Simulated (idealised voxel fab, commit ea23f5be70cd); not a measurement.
A process module follows: voxel air gaps.
Pictured: cross-section cut, 265 nm wide, on a grid of 5 nm square cells.
A cross-section is written here as square cells arranged in a grid, and it is given in bands from the top down, each band taking up one or more rows of cells.
Read a band's entry like this: the first values are the height of its top and the height of its bottom in nm, and what follows is the sequence of materials from left to right, each with its width in nm. Note that "blank" is empty space, and that a single material marked "full width" reaches across the band from edge to edge.
It should be noted that heights are counted from 0, beneath which the wafer as supplied is of one material throughout, and that the lowest band possesses no lower boundary but continues downward, as written in "from 0 down".
Width spec "30..40" -> top row of cells at first value, bottom row at second value, equal per-row change in between.
The cross-section has no changed cell in any step marked "no modification".
Each empty space that has no open way to the top and spans at least 8 cells appears under "Voids lacking openings" as width x height at distance, the distance counted from the left edge, all in nm.
On each step's line, the part that comes after the settings is the simulator's own comment on the step.
"overlay nm" answers the question of how far to the right of plan the mask lay on a step that has a mask, and when it is negative the answer is to the left.

## The steps planned for the process are as follows
step 1: RECEIVE with material Si
step 2: CONFORMAL_DEP with material SiO2, thk nm 15
step 3: CONFORMAL_DEP with material SiN, thk nm 5
step 4: DIRECTIONAL_DEP with material SiO2, thk nm 40
step 5: DIRECTIONAL_DEP with material aC, thk nm 15
step 6: PATTERN with tone open, mask id LINES, material resist, width nm 25, pitch nm 55, thk nm 35, overlay nm -15
step 7: DIRECTIONAL_ETCH with etch materials aC, depth nm 15
step 8: STRIP with etch materials resist
step 9: DIRECTIONAL_ETCH with etch materials SiO2, depth nm 40
step 10: STRIP with etch materials aC
step 11: CONFORMAL_DEP with material TiN, thk nm 5
step 12: FILL_DEP with material W, thk nm 10
step 13: CMP with height nm 60
step 14: EPI with material Ru, thk nm 10
step 15: SELECTIVE_ETCH with etch materials SiO2, depth nm 50
step 16: CONFORMAL_DEP with material SiCN, thk nm 5
For clarity, it should be stated that the wafers under discussion commence in an identical condition and differ with respect to the overlay nm of step 6, the plan indicating the value that the first wafer had.

## Received wafers, first of several: cross-section after step 1
    from 0 down | Si full width
    Voids lacking openings: none

## Take a look at the first of several wafers in cross-section: the module is done, and step 16 was its last step
    from 75 to 70 | 5 nm blank, then 220 nm SiCN, then 40 nm blank
    from 70 to 60 | 5 nm blank, then 5 nm SiCN, then 45 nm Ru, then 10 nm SiCN, then 45 nm Ru, then 10 nm SiCN, then 45 nm Ru, then 10 nm SiCN, then 45 nm Ru, then 5 nm SiCN, then 40 nm blank
    from 60 to 55 | 5 nm blank, then 15 nm SiCN, then 5 nm TiN, then 15 nm W, then 5 nm TiN, then 30 nm SiCN, then 5 nm TiN, then 15 nm W, then 5 nm TiN, then 30 nm SiCN, then 5 nm TiN, then 15 nm W, then 5 nm TiN, then 30 nm SiCN, then 5 nm TiN, then 15 nm W, then 5 nm TiN, then 15 nm SiCN, then 40 nm blank
    from 55 to 25 | 15 nm blank, then 5 nm SiCN, then 5 nm TiN, then 15 nm W, then 5 nm TiN, then 5 nm SiCN, then 20 nm blank, then 5 nm SiCN, then 5 nm TiN, then 15 nm W, then 5 nm TiN, then 5 nm SiCN, then 20 nm blank, then 5 nm SiCN, then 5 nm TiN, then 15 nm W, then 5 nm TiN, then 5 nm SiCN, then 20 nm blank, then 5 nm SiCN, then 5 nm TiN, then 15 nm W, then 5 nm TiN, then 5 nm SiCN, then 50 nm blank
    from 25 to 20 | 20 nm SiCN, then 25 nm TiN, then 30 nm SiCN, then 25 nm TiN, then 30 nm SiCN, then 25 nm TiN, then 30 nm SiCN, then 25 nm TiN, then 55 nm SiCN
    from 20 to 15 | SiN full width
    from 15 to 0 | SiO2 full width
    from 0 down | Si full width
    Voids lacking openings: 20 x 30 at 50; 20 x 30 at 105; 20 x 30 at 160

## A cross-section through the last wafer at the close of the module
    from 75 to 70 | 35 nm blank, then 220 nm SiCN, then 10 nm blank
    from 70 to 60 | 35 nm blank, then 5 nm SiCN, then 45 nm Ru, then 10 nm SiCN, then 45 nm Ru, then 10 nm SiCN, then 45 nm Ru, then 10 nm SiCN, then 45 nm Ru, then 5 nm SiCN, then 10 nm blank
    from 60 to 55 | 35 nm blank, then 15 nm SiCN, then 5 nm TiN, then 15 nm W, then 5 nm TiN, then 30 nm SiCN, then 5 nm TiN, then 15 nm W, then 5 nm TiN, then 30 nm SiCN, then 5 nm TiN, then 15 nm W, then 5 nm TiN, then 30 nm SiCN, then 5 nm TiN, then 15 nm W, then 5 nm TiN, then 15 nm SiCN, then 10 nm blank
    from 55 to 25 | 45 nm blank, then 5 nm SiCN, then 5 nm TiN, then 15 nm W, then 5 nm TiN, then 5 nm SiCN, then 20 nm blank, then 5 nm SiCN, then 5 nm TiN, then 15 nm W, then 5 nm TiN, then 5 nm SiCN, then 20 nm blank, then 5 nm SiCN, then 5 nm TiN, then 15 nm W, then 5 nm TiN, then 5 nm SiCN, then 20 nm blank, then 5 nm SiCN, then 5 nm TiN, then 15 nm W, then 5 nm TiN, then 5 nm SiCN, then 20 nm blank
    from 25 to 20 | 50 nm SiCN, then 25 nm TiN, then 30 nm SiCN, then 25 nm TiN, then 30 nm SiCN, then 25 nm TiN, then 30 nm SiCN, then 25 nm TiN, then 25 nm SiCN
    from 20 to 15 | SiN full width
    from 15 to 0 | SiO2 full width
    from 0 down | Si full width
    Voids lacking openings: 20 x 30 at 80; 20 x 30 at 135; 20 x 30 at 190

## Per wafer, end of module: cells gained (+) or lost (-) per material since receipt, then closed voids
overlay nm -15 | +72 Ru | +165 SiCN | +53 SiN | +159 SiO2 | +76 TiN | +84 W | Voids lacking openings: 20 x 30 at 50; 20 x 30 at 105; 20 x 30 at 160
overlay nm -10 | +72 Ru | +165 SiCN | +53 SiN | +159 SiO2 | +76 TiN | +84 W | Voids lacking openings: 20 x 30 at 55; 20 x 30 at 110; 20 x 30 at 165
overlay nm -5 | +72 Ru | +165 SiCN | +53 SiN | +159 SiO2 | +76 TiN | +84 W | Voids lacking openings: 20 x 30 at 60; 20 x 30 at 115; 20 x 30 at 170
overlay nm 0 | +72 Ru | +165 SiCN | +53 SiN | +159 SiO2 | +76 TiN | +84 W | Voids lacking openings: 20 x 30 at 65; 20 x 30 at 120; 20 x 30 at 175
overlay nm 5 | +72 Ru | +165 SiCN | +53 SiN | +159 SiO2 | +76 TiN | +84 W | Voids lacking openings: 20 x 30 at 70; 20 x 30 at 125; 20 x 30 at 180
overlay nm 10 | +72 Ru | +165 SiCN | +53 SiN | +159 SiO2 | +76 TiN | +84 W | Voids lacking openings: 20 x 30 at 75; 20 x 30 at 130; 20 x 30 at 185
overlay nm 15 | +72 Ru | +165 SiCN | +53 SiN | +159 SiO2 | +76 TiN | +84 W | Voids lacking openings: 20 x 30 at 80; 20 x 30 at 135; 20 x 30 at 190
